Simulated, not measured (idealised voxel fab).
This section sets out a process module, namely voxel self aligned contacts.
Shown is cross-section cut, with a width of 230 nm and square cells of size 5 nm.
Reading order for cross-sections: top band down to bottom band. Underlying form: a grid of square cells. Band size: one or more rows of cells.
Heights first: top, then bottom, in nm. Then materials, left to right, each with a width in nm. "all across" on a single material: fills the band edge to edge. "air": empty space.
Below 0: as-received wafer, all one material; heights counted from there. Lowest band: no bottom, goes on down, written "0..down".
With a width like "30 to 40", each row of cells in the band differs from the next by the same amount, the top row carrying the first number and the bottom row the second.
Any step labelled "no alteration" changed none of the cells in the cross-section.
"Enclosed void catalog" lists enclosed empty spaces (at least 8 cells, no open path upward to the top), each as width x height at distance from the left edge, in nm.
Where a step's line continues beyond its settings, the continuation is a remark by the simulator itself on that step.
Regarding "overlay nm": on a step with a mask, it is the distance the mask lay to the right of its planned place; a negative value places it to the left.
Intended process steps
1) RECEIVE [material Si]
2) OXIDIZE [depth nm 5]
3) DIRECTIONAL_DEP [material polySi] [thk nm 30]
4) DIRECTIONAL_DEP [material SiN] [thk nm 20]
5) DIRECTIONAL_DEP [material aC] [thk nm 15]
6) PATTERN [tone cover] [mask id GATE] [material resist] [width nm 25] [pitch nm 50] [thk nm 30] [overlay nm 0]
7) DIRECTIONAL_ETCH [etch materials aC] [depth nm 15]
8) STRIP [etch materials resist]
9) DIRECTIONAL_ETCH [etch materials SiN] [depth nm 20]
10) DIRECTIONAL_ETCH [etch materials polySi] [depth nm 30]
11) STRIP [etch materials aC]
12) CONFORMAL_DEP [material SiN] [thk nm 5]
13) DIRECTIONAL_ETCH [etch materials SiN] [depth nm 5]
14) FILL_DEP [material SiO2] [thk nm 20]
15) CMP [height nm 60]
16) PATTERN [tone open] [mask id CONTACT] [material resist] [width nm 35] [thk nm 15] [overlay nm 0]
17) DIRECTIONAL_ETCH [etch materials SiO2] [depth nm 65]
18) STRIP [etch materials resist]
19) CONFORMAL_DEP [material TiN] [thk nm 5]
20) FILL_DEP [material Ru] [thk nm 5]
21) CMP [height nm 60]
22) CONFORMAL_DEP [material SiCN] [thk nm 5]
Wafer as received: cross-section following step 1
	0..down  Si all across
	Enclosed void catalog: none
Cross-section at module end, one run error; start and plan unchanged from above
	65..60  SiCN all across
	60..50  SiO2=95, TiN=5 to 15, Ru=25 to 5, TiN=5 to 15, SiO2=100
	50..30  SiO2=70, SiN=35, TiN=5, Ru=5, TiN=5, SiN=35, SiO2=75
	30..0  SiO2=70, SiN=5, polySi=25, SiN=5, TiN=5, Ru=5, TiN=5, SiN=5, polySi=25, SiN=5, SiO2=75
	0..-5  SiO2=105, TiN=15, SiO2=110
	-5..-15  SiO2 all across
	-15..down  Si all across
	Enclosed void catalog: none
Heads up, the wafer didn't run the way we planned it: step 2 did not use the planned setting and instead ran as OXIDIZE [depth nm 15]
